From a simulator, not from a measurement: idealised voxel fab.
Presented below is a process module, voxel self aligned vias.
The cross-section on display is named cut; it measures 280 nm wide, and its cells are 5 nm squares.
Each cross-section below is a grid of square cells, stated as bands in top-down order, with one or more rows of cells making up each band. The entry gives the band's vertical extent as a top height and a bottom height in nm, then its horizontal make-up as materials from left to right, each with a width in nm. "empty" stands for empty space; a single material marked "throughout" fills the band edge to edge. Heights are reckoned from 0. Under this level, the received wafer is all of one material. The bottommost band is open-ended downward, for example "z 0 and below". You'd read "30 to 40" like this: the band's top row of cells is as wide as the first number, its bottom row is as wide as the second, and going down, every row changes width by the same amount as the row before did. Basically "nothing different" means that step didn't change any cell in the cross-section. "Enclosed void list" contains a list of empty spaces, each no smaller than 8 cells and without an open way to the top, written in the form width x height at distance with the distance from the left edge and all three in nm. What comes after the settings on a step's line is commentary from the simulator itself on that step. "overlay nm" denotes, for a step that has a mask, the displacement of the mask to the right of its planned place, with negative values corresponding to the left.

These are the steps we planned for the process:
step 1: RECEIVE [material Si]
step 2: CONFORMAL_DEP [material SiO2] [thk nm 10]
step 3: CONFORMAL_DEP [material SiCN] [thk nm 5]
step 4: DIRECTIONAL_DEP [material lowk] [thk nm 25]
step 5: DIRECTIONAL_DEP [material aC] [thk nm 15]
step 6: PATTERN [tone open] [mask id LINES] [material resist] [width nm 20] [pitch nm 75] [thk nm 30] [overlay nm 0]
step 7: DIRECTIONAL_ETCH [etch materials aC] [depth nm 15]
step 8: STRIP [etch materials resist]
step 9: DIRECTIONAL_ETCH [etch materials lowk] [depth nm 25]
step 10: STRIP [etch materials aC]
step 11: CONFORMAL_DEP [material TiN] [thk nm 5]
step 12: FILL_DEP [material W] [thk nm 5]
step 13: CMP [height nm 40]
step 14: SELECTIVE_ETCH [etch materials W Ru TiN] [depth nm 5]
step 15: FILL_DEP [material SiN] [thk nm 10]
step 16: CMP [height nm 40]
step 17: DIRECTIONAL_DEP [material lowk] [thk nm 15]
step 18: DIRECTIONAL_DEP [material aC] [thk nm 15]
step 19: PATTERN [tone open] [mask id VIAS] [material resist] [width nm 50] [thk nm 30] [overlay nm 0]
step 20: DIRECTIONAL_ETCH [etch materials aC] [depth nm 15]
step 21: STRIP [etch materials resist]
step 22: DIRECTIONAL_ETCH [etch materials lowk] [depth nm 15]
step 23: DIRECTIONAL_ETCH [etch materials SiN] [depth nm 5]
step 24: STRIP [etch materials aC]
step 25: CONFORMAL_DEP [material TiN] [thk nm 5]
step 26: FILL_DEP [material Ru] [thk nm 5]
step 27: CMP [height nm 55]
step 28: CONFORMAL_DEP [material SiCN] [thk nm 5]
The value of width nm given for step 6 in the plan refers to the first wafer; the wafers vary in this setting and are alike at the start.

The first of several wafers, as received after step 1, seen in section:
	z 0 and below | Si throughout
	Enclosed void list: none

Wafer cross-section (first of several) - module end, post step 28 (last step):
	z 60 to 55 | SiCN throughout
	z 55 to 45 | lowk: 75, TiN: 5, Ru: 40, TiN: 5, lowk: 155
	z 45 to 40 | lowk: 75, TiN: 20, Ru: 10, TiN: 20, lowk: 155
	z 40 to 35 | lowk: 90, TiN: 20, lowk: 55, SiN: 20, lowk: 95
	z 35 to 20 | lowk: 90, TiN: 5, W: 10, TiN: 5, lowk: 55, TiN: 5, W: 10, TiN: 5, lowk: 95
	z 20 to 15 | lowk: 90, TiN: 20, lowk: 55, TiN: 20, lowk: 95
	z 15 to 10 | SiCN throughout
	z 10 to 0 | SiO2 throughout
	z 0 and below | Si throughout
	Enclosed void list: none

Cross-sectional depiction of the last of several wafers upon completion of the module:
	z 60 to 55 | SiCN throughout
	z 55 to 45 | lowk: 75, TiN: 5, Ru: 40, TiN: 5, lowk: 155
	z 45 to 40 | lowk: 75, TiN: 10, Ru: 35, TiN: 5, lowk: 155
	z 40 to 35 | lowk: 80, TiN: 45, lowk: 30, SiN: 45, lowk: 80
	z 35 to 20 | lowk: 80, TiN: 5, W: 35, TiN: 5, lowk: 30, TiN: 5, W: 35, TiN: 5, lowk: 80
	z 20 to 15 | lowk: 80, TiN: 45, lowk: 30, TiN: 45, lowk: 80
	z 15 to 10 | SiCN throughout
	z 10 to 0 | SiO2 throughout
	z 0 and below | Si throughout
	Enclosed void list: none

Below, a row for every wafer. Read it as the end-of-module picture: for each material the wafer shows its cells gained (+) or lost (-) since it was received, and then its closed voids:
width nm 20 | +18 Ru | +112 SiCN | +4 SiN | +112 SiO2 | +36 TiN | +12 W | +378 lowk | Enclosed void list: none
width nm 25 | +19 Ru | +112 SiCN | +5 SiN | +112 SiO2 | +38 TiN | +18 W | +368 lowk | Enclosed void list: none
width nm 30 | +20 Ru | +112 SiCN | +6 SiN | +112 SiO2 | +40 TiN | +24 W | +358 lowk | Enclosed void list: none
width nm 35 | +21 Ru | +112 SiCN | +7 SiN | +112 SiO2 | +42 TiN | +30 W | +348 lowk | Enclosed void list: none
width nm 40 | +22 Ru | +112 SiCN | +8 SiN | +112 SiO2 | +44 TiN | +36 W | +338 lowk | Enclosed void list: none
width nm 45 | +23 Ru | +112 SiCN | +9 SiN | +112 SiO2 | +46 TiN | +42 W | +328 lowk | Enclosed void list: none
